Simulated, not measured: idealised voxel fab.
Name of the process module below: voxel gate over fins
Each square cell in cross-section cut measures 5 nm, and the section as a whole is 205 nm wide.
Reading order for cross-sections: top band down to bottom band. Underlying form: a grid of square cells. Band size: one or more rows of cells. In this notation a band is specified by the heights of its top and bottom, in that order and in nm, after which its materials appear from left to right, each paired with its width in nm. The word "edge to edge" attached to a single material means that material fills the band from edge to edge; the word "air" stands for empty space. Zero point of the height axis is 0; under it, received wafer = one material. Lowest band: continues down indefinitely, "0 and below". Width: "30 to 40" (first number = top row, second number = bottom row, same change from row to row of cells). "no modifications" after a step means that no cell of the cross-section changed. "Sealed cavities" contains a list of empty spaces, each no smaller than 8 cells and without an open way to the top, written in the form width x height at distance with the distance from the left edge and all three in nm. after a step's settings: what the simulator itself notes on the step. The line of a step may include "overlay nm". On a step with a mask, this value is how far to the right of its planned place the mask lay. A negative value means the mask lay to the left.

PROCESS STEPS FORESEEN IN THE PLAN
- 1: RECEIVE: material Si
- 2: CONFORMAL_DEP: material SiN, thk nm 10
- 3: PATTERN: tone cover, mask id FINS, material resist, width nm 15, pitch nm 35, thk nm 15, overlay nm 0
- 4: DIRECTIONAL_ETCH: etch materials SiN, depth nm 10
- 5: DIRECTIONAL_ETCH: etch materials Si, depth nm 35
- 6: STRIP: etch materials resist
- 7: FILL_DEP: material SiO2, thk nm 10
- 8: CMP: height nm 10
- 9: SELECTIVE_ETCH: etch materials SiO2, depth nm 20
- 10: STRIP: etch materials SiN
- 11: CONFORMAL_DEP: material HfO2, thk nm 5
- 12: CONFORMAL_DEP: material TiN, thk nm 5
- 13: FILL_DEP: material W, thk nm 15
- 14: CMP: height nm 20
- 15: CONFORMAL_DEP: material SiCN, thk nm 10

HERE'S WHAT THE WAFER LOOKED LIKE IN CROSS-SECTION WHEN IT ARRIVED - THAT'S AFTER STEP 1
* 0 and below | Si edge to edge
* Sealed cavities: none

THE CROSS-SECTION SHOWN CORRESPONDS TO THE WAFER AT THE CONCLUSION OF THE MODULE. THE INITIAL STRUCTURE AND THE PROCESS PLAN ARE THOSE PRESENTED ABOVE; HOWEVER, ONE MISTAKE OCCURRED IN EXECUTING THE PLAN
* 30 down to 20 | SiCN edge to edge
* 20 down to 10 | W edge to edge
* 10 down to 5 | W 35 nm, then TiN 140 nm, then W 30 nm
* 5 down to 0 | W 35 nm, then TiN 5 nm, then HfO2 25 nm, then TiN 10 nm, then HfO2 25 nm, then TiN 10 nm, then HfO2 25 nm, then TiN 10 nm, then HfO2 25 nm, then TiN 5 nm, then W 30 nm
* 0 down to -5 | TiN 40 nm, then HfO2 5 nm, then Si 15 nm, then HfO2 5 nm, then TiN 10 nm, then HfO2 5 nm, then Si 15 nm, then HfO2 5 nm, then TiN 10 nm, then HfO2 5 nm, then Si 15 nm, then HfO2 5 nm, then TiN 10 nm, then HfO2 5 nm, then Si 15 nm, then HfO2 5 nm, then TiN 35 nm
* -5 down to -10 | HfO2 45 nm, then Si 15 nm, then HfO2 20 nm, then Si 15 nm, then HfO2 20 nm, then Si 15 nm, then HfO2 20 nm, then Si 15 nm, then HfO2 40 nm
* -10 down to -35 | SiO2 45 nm, then Si 15 nm, then SiO2 20 nm, then Si 15 nm, then SiO2 20 nm, then Si 15 nm, then SiO2 20 nm, then Si 15 nm, then SiO2 40 nm
* -35 and below | Si edge to edge
* Sealed cavities: none
Which mistake was made when the wafer was run? step 3 changed vs plan, executed as PATTERN: tone cover, mask id FINS, material resist, width nm 15, pitch nm 35, thk nm 15, overlay nm 5
